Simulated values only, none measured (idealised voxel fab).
The following is a process module called voxel self aligned contacts.
Section cut is 290 nm wide and gridded with 5 nm square cells.
Bands, listed from the top down, are how a cross-section gets written in this document; the cross-section itself is a grid of square cells, and a band is one or more rows of them. Within each band entry, the heights of the top and of the bottom of the band appear first, in that order and in nm; the materials of the band then follow from left to right, each with its corresponding width in nm. The designation "everywhere" on a single material indicates that it fills the band from edge to edge; the designation "blank" indicates empty space. Convention: height 0 is the level below which the wafer, as received, is all one material. The lowest band does not terminate at the bottom but continues downward, represented as "0 nm and below". Graded width ("30..40"): value in top row of band = first number; value in bottom row = second number; row-to-row change constant. Key: "nothing got changed" - step with no changed cell in the cross-section. Enclosed voids (no open way to top), threshold 8 cells or more, entry "Closed empty spaces", notation width x height at distance, distance from left edge, nm. Formally, on a step line, whatever follows the settings is a remark that the simulator itself makes on the step. The line of a step may include "overlay nm". On a step with a mask, this value is how far to the right of its planned place the mask lay. A negative value means the mask lay to the left.
Process steps foreseen in the plan:
1. RECEIVE, material Si
2. CONFORMAL_DEP, material SiO2, thk nm 5
3. DIRECTIONAL_DEP, material polySi, thk nm 25
4. DIRECTIONAL_DEP, material SiN, thk nm 20
5. DIRECTIONAL_DEP, material aC, thk nm 10
6. PATTERN, tone cover, mask id GATE, material resist, width nm 35, pitch nm 60, thk nm 25, overlay nm 0
7. DIRECTIONAL_ETCH, etch materials aC, depth nm 10
8. STRIP, etch materials resist
9. DIRECTIONAL_ETCH, etch materials SiN, depth nm 20
10. DIRECTIONAL_ETCH, etch materials polySi, depth nm 25
11. STRIP, etch materials aC
12. CONFORMAL_DEP, material SiN, thk nm 5
13. DIRECTIONAL_ETCH, etch materials SiN, depth nm 5
14. FILL_DEP, material SiO2, thk nm 10
15. CMP, height nm 55
16. MASKED_ETCH, tone open, mask id CONTACT, width nm 35, etch materials SiO2, depth nm 55, overlay nm 0
17. CONFORMAL_DEP, material TiN, thk nm 5
18. FILL_DEP, material W, thk nm 5
19. CMP, height nm 55
20. CONFORMAL_DEP, material SiN, thk nm 5
Incoming wafer in cross-section (state: after step 1):
0 nm and below | Si everywhere
Closed empty spaces: none
Cross-sectional view of the first of the two wafers upon completion of the module, processed in accordance with the plan:
60 nm to 55 nm | SiN everywhere
55 nm to 50 nm | 125 of SiO2; 15 of TiN; 5 of W; 15 of TiN; 130 of SiO2
50 nm to 30 nm | 90 of SiO2; 45 of SiN; 5 of TiN; 5 of W; 5 of TiN; 45 of SiN; 95 of SiO2
30 nm to 5 nm | 90 of SiO2; 5 of SiN; 35 of polySi; 5 of SiN; 5 of TiN; 5 of W; 5 of TiN; 5 of SiN; 35 of polySi; 5 of SiN; 95 of SiO2
5 nm to 0 nm | 135 of SiO2; 15 of TiN; 140 of SiO2
0 nm and below | Si everywhere
Closed empty spaces: none
Second wafer through the module, sectioned at the end: same beginning and same plan as the first wafer, with one mistake in carrying it out:
60 nm to 55 nm | SiN everywhere
55 nm to 35 nm | 90 of SiO2; 45 of SiN; 5 of TiN; 5 of W; 5 of TiN; 45 of SiN; 95 of SiO2
35 nm to 15 nm | 90 of SiO2; 5 of SiN; 35 of polySi; 5 of SiN; 5 of TiN; 5 of W; 5 of TiN; 5 of SiN; 35 of polySi; 5 of SiN; 95 of SiO2
15 nm to 10 nm | 90 of SiO2; 5 of SiN; 35 of polySi; 5 of SiN; 15 of TiN; 5 of SiN; 35 of polySi; 5 of SiN; 95 of SiO2
10 nm to 5 nm | polySi everywhere
5 nm to 0 nm | SiO2 everywhere
0 nm and below | Si everywhere
Closed empty spaces: none
What went wrong in running the wafer? step 3 did not happen as planned, as run it was DIRECTIONAL_DEP, material polySi, thk nm 30
Materials where the second wafer ends with more or fewer cells than the first: SiO2 -48 | TiN -8 | W -2 | polySi +58
